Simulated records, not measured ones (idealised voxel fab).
Proc. module: voxel transistor to metal
Cross-section cut spans 185 nm and uses square cells 5 nm in size.
Each cross-section below is a grid of square cells, stated as bands in top-down order, with one or more rows of cells making up each band.
It is stipulated that each band's entry specify, in nanometres, the height of the top of the band and then that of its bottom, followed by the materials of the band in left-to-right sequence, each together with its width in nanometres. A single material marked by the word "everywhere" is understood to fill the band from edge to edge; the word "empty" is understood to denote empty space.
A quick word on heights: they are counted from 0, and under that level the wafer as it came to us is one material throughout. The lowest band is different from the rest in having no bottom; it simply continues downward, written as in "0 down".
A two-number width, for instance "30 to 40", indicates that the width is equal to the first number in the top row of the band and to the second number in the bottom row, and that it changes by a constant amount per row of cells.
No cell of the cross-section changed in a step that is given as "no modification".
Basically, "Fully closed voids" tells you about the enclosed voids: empty spaces with no open way to the top, 8 cells or bigger, each written width x height at distance, where distance is from the left edge, all in nm.
On a step's line, text after the settings is the simulator commenting on that step.
You can add "overlay nm" to a step's line. For a step with a mask, it describes how far the mask lay to the right of its planned position, and a negative number describes a lay to the left.

[Intended process steps]
1) RECEIVE,material Si
2) OXIDIZE,depth nm 5
3) CONFORMAL_DEP,material SiN,thk nm 10
4) MASKED_ETCH,tone cover,mask id ACTIVE,width nm 100,etch materials SiN,depth nm 10,overlay nm 0
5) MASKED_ETCH,tone cover,mask id ACTIVE,width nm 90,etch materials SiO2,depth nm 5,overlay nm 0
6) MASKED_ETCH,tone cover,mask id ACTIVE,width nm 100,etch materials Si,depth nm 20,overlay nm 0
7) OXIDIZE,depth nm 5
8) FILL_DEP,material SiO2,thk nm 10
9) CMP,height nm 10
10) SELECTIVE_ETCH,etch materials SiO2,depth nm 10
11) STRIP,etch materials SiN
12) SELECTIVE_ETCH,etch materials SiO2,depth nm 5
13) OXIDIZE,depth nm 5
14) DIRECTIONAL_DEP,material polySi,thk nm 25
15) DIRECTIONAL_DEP,material SiCN,thk nm 15
16) PATTERN,tone cover,mask id GATE,material resist,width nm 20,thk nm 20,overlay nm 0
17) DIRECTIONAL_ETCH,etch materials SiCN,depth nm 25
18) DIRECTIONAL_ETCH,etch materials polySi,depth nm 35
19) STRIP,etch materials resist
20) CONFORMAL_DEP,material SiN,thk nm 5
21) DIRECTIONAL_ETCH,etch materials SiN,depth nm 5
22) DIRECTIONAL_ETCH,etch materials SiO2,depth nm 5
23) DIRECTIONAL_ETCH,etch materials Si,depth nm 10
24) EPI,material nSi,thk nm 15
25) FILL_DEP,material SiO2,thk nm 10
26) CMP,height nm 35
27) DIRECTIONAL_DEP,material SiO2,thk nm 15
28) DIRECTIONAL_DEP,material aC,thk nm 10
29) PATTERN,tone open,mask id CONTACT,material resist,width nm 15,pitch nm 75,thk nm 25,overlay nm 0
30) DIRECTIONAL_ETCH,etch materials aC,depth nm 10
31) STRIP,etch materials resist
32) DIRECTIONAL_ETCH,etch materials SiO2,depth nm 55
33) STRIP,etch materials aC
34) CONFORMAL_DEP,material TiN,thk nm 5
35) FILL_DEP,material W,thk nm 10
36) CMP,height nm 50
37) CONFORMAL_DEP,material SiCN,thk nm 5
38) DIRECTIONAL_DEP,material lowk,thk nm 25
39) PATTERN,tone open,mask id METAL_1,material resist,width nm 15,pitch nm 75,thk nm 20,overlay nm 0
40) DIRECTIONAL_ETCH,etch materials lowk,depth nm 25
41) DIRECTIONAL_ETCH,etch materials SiCN,depth nm 5
42) STRIP,etch materials resist
43) CONFORMAL_DEP,material TiN,thk nm 5
44) FILL_DEP,material Ru,thk nm 5
45) CMP,height nm 80
46) CONFORMAL_DEP,material SiN,thk nm 5
Every wafer here starts from the same state; it is the step 5 width nm that distinguishes them, and the value the plan gives belongs to the first wafer.

[The first of several wafers in cross-section, exactly as it reached us after step 1]
* 0 down = Si everywhere
* Fully closed voids: none

[Cross-section of the first of several wafers once the module has run through its last step, step 46]
* 85 to 80 = SiN everywhere
* 80 to 55 = lowk 45 nm / TiN 5 nm / Ru 5 nm / TiN 5 nm / lowk 60 nm / TiN 5 nm / Ru 5 nm / TiN 5 nm / lowk 50 nm
* 55 to 50 = SiCN 45 nm / TiN 15 nm / SiCN 60 nm / TiN 15 nm / SiCN 50 nm
* 50 to 35 = SiO2 45 nm / TiN 5 nm / W 5 nm / TiN 5 nm / SiO2 60 nm / TiN 5 nm / W 5 nm / TiN 5 nm / SiO2 50 nm
* 35 to 20 = SiO2 45 nm / TiN 5 nm / W 5 nm / TiN 5 nm / SiO2 15 nm / SiN 5 nm / SiCN 20 nm / SiN 5 nm / SiO2 15 nm / TiN 5 nm / W 5 nm / TiN 5 nm / SiO2 50 nm
* 20 to 5 = SiO2 45 nm / TiN 5 nm / W 5 nm / TiN 5 nm / SiO2 15 nm / SiN 5 nm / polySi 20 nm / SiN 5 nm / SiO2 15 nm / TiN 5 nm / W 5 nm / TiN 5 nm / SiO2 50 nm
* 5 to 0 = SiO2 45 nm / TiN 5 nm / W 5 nm / TiN 5 nm / nSi 15 nm / SiN 5 nm / polySi 20 nm / SiN 5 nm / nSi 15 nm / TiN 5 nm / W 5 nm / TiN 5 nm / SiO2 50 nm
* 0 to -5 = SiO2 45 nm / TiN 15 nm / nSi 15 nm / SiN 5 nm / polySi 20 nm / SiN 5 nm / nSi 15 nm / TiN 15 nm / SiO2 50 nm
* -5 to -10 = SiO2 40 nm / nSi 35 nm / SiO2 30 nm / nSi 35 nm / SiO2 45 nm
* -10 to -20 = SiO2 45 nm / nSi 30 nm / Si 30 nm / nSi 30 nm / SiO2 50 nm
* -20 to -30 = SiO2 45 nm / Si 90 nm / SiO2 50 nm
* -30 down = Si everywhere
* Fully closed voids: none

[Cross-section, module end, final of several wafers]
* 85 to 80 = SiN everywhere
* 80 to 55 = lowk 45 nm / TiN 5 nm / Ru 5 nm / TiN 5 nm / lowk 60 nm / TiN 5 nm / Ru 5 nm / TiN 5 nm / lowk 50 nm
* 55 to 50 = SiCN 45 nm / TiN 15 nm / SiCN 60 nm / TiN 15 nm / SiCN 50 nm
* 50 to 35 = SiO2 45 nm / TiN 5 nm / W 5 nm / TiN 5 nm / SiO2 60 nm / TiN 5 nm / W 5 nm / TiN 5 nm / SiO2 50 nm
* 35 to 20 = SiO2 45 nm / TiN 5 nm / W 5 nm / TiN 5 nm / SiO2 15 nm / SiN 5 nm / SiCN 20 nm / SiN 5 nm / SiO2 15 nm / TiN 5 nm / W 5 nm / TiN 5 nm / SiO2 50 nm
* 20 to 5 = SiO2 45 nm / TiN 5 nm / W 5 nm / TiN 5 nm / SiO2 15 nm / SiN 5 nm / polySi 20 nm / SiN 5 nm / SiO2 15 nm / TiN 5 nm / W 5 nm / TiN 5 nm / SiO2 50 nm
* 5 to 0 = SiO2 45 nm / TiN 5 nm / W 5 nm / TiN 5 nm / nSi 15 nm / SiN 5 nm / polySi 20 nm / SiN 5 nm / nSi 15 nm / TiN 5 nm / W 5 nm / TiN 5 nm / SiO2 50 nm
* 0 to -5 = SiO2 45 nm / TiN 15 nm / nSi 15 nm / SiN 5 nm / polySi 20 nm / SiN 5 nm / nSi 15 nm / TiN 15 nm / SiO2 50 nm
* -5 to -10 = SiO2 35 nm / nSi 40 nm / SiO2 30 nm / nSi 45 nm / SiO2 35 nm
* -10 to -20 = SiO2 40 nm / nSi 35 nm / Si 30 nm / nSi 40 nm / SiO2 40 nm
* -20 to -30 = SiO2 40 nm / Si 105 nm / SiO2 40 nm
* -30 down = Si everywhere
* Fully closed voids: none

[What follows is a table in which each wafer occupies a row; for the wafer as it stands at the close of the module, the row states, material by material, how many cells have been gained (+) or lost (-) since receipt, and then gives its closed voids]
width nm 90; +10 Ru; -174 Si; +43 SiCN; +53 SiN; +380 SiO2; +72 TiN; +20 W; +155 lowk; +50 nSi; +20 polySi; Fully closed voids: none
width nm 95; +10 Ru; -174 Si; +43 SiCN; +53 SiN; +380 SiO2; +72 TiN; +20 W; +155 lowk; +50 nSi; +20 polySi; Fully closed voids: none
width nm 100; +10 Ru; -174 Si; +43 SiCN; +53 SiN; +380 SiO2; +72 TiN; +20 W; +155 lowk; +50 nSi; +20 polySi; Fully closed voids: none
width nm 105; +10 Ru; -172 Si; +43 SiCN; +53 SiN; +375 SiO2; +72 TiN; +20 W; +155 lowk; +53 nSi; +20 polySi; Fully closed voids: none
width nm 110; +10 Ru; -170 Si; +43 SiCN; +53 SiN; +370 SiO2; +72 TiN; +20 W; +155 lowk; +56 nSi; +20 polySi; Fully closed voids: none
width nm 115; +10 Ru; -168 Si; +43 SiCN; +53 SiN; +365 SiO2; +72 TiN; +20 W; +155 lowk; +59 nSi; +20 polySi; Fully closed voids: none
